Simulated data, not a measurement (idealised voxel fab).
process module | voxel fin reveal
cross-section cut | 275 nm wide | cells 5 nm
A cross-section is a grid of square cells, given in bands from the top down. A band is one or more rows of cells.
Each band's line starts with the height of the band's top and of its bottom, in nm. Then come its materials from left to right, each with its width in nm. One material with "throughout" fills the band from edge to edge. "air" is empty space.
Height 0 is the level under which the wafer as received is all one material. The lowest band goes on downwards, as in "0 down".
A width such as "30 to 40" changes by the same amount from each row of cells to the next, from the band's top row to its bottom row.
"no change" after a step means that no cell of the cross-section changed.
closed voids: empty space of 8 cells or more with no open way to the top, each as width x height at its distance from the left edge, in nm
after a step's settings: what the simulator itself notes on the step
overlay nm, on a step with a mask: how far to the right of its planned place the mask lay; to the left if negative
plan
1 op RECEIVE | material Si
2 op CONFORMAL_DEP | material SiN | thk nm 10
3 op MASKED_ETCH | tone cover | mask id FINS | width nm 15 | pitch nm 45 | etch materials SiN | depth nm 10 | overlay nm -15
4 op MASKED_ETCH | tone cover | mask id FINS | width nm 15 | pitch nm 45 | etch materials Si | depth nm 35 | overlay nm 0
5 op OXIDIZE | depth nm 5
6 op FILL_DEP | material SiO2 | thk nm 15
7 op CMP | height nm 10
8 op SELECTIVE_ETCH | etch materials SiO2 | depth nm 20
9 op STRIP | etch materials SiN
varied across the wafers: overlay nm of step 3. The plan shows the first wafer's value. All wafers start alike
first wafer as received, after step 1
  0 down: Si throughout
  closed voids: none
each wafer at the end: cells of each material gained (+) or lost (-) since it was received, then its closed voids
overlay nm -15 | -324 Si | +234 SiO2 | closed voids: none
overlay nm -10 | -352 Si | +258 SiO2 | closed voids: none
overlay nm -5 | -380 Si | +282 SiO2 | closed voids: none
overlay nm 0 | -408 Si | +306 SiO2 | closed voids: none
overlay nm 5 | -380 Si | +282 SiO2 | closed voids: none
overlay nm 10 | -352 Si | +258 SiO2 | closed voids: none
overlay nm 15 | -324 Si | +234 SiO2 | closed voids: none
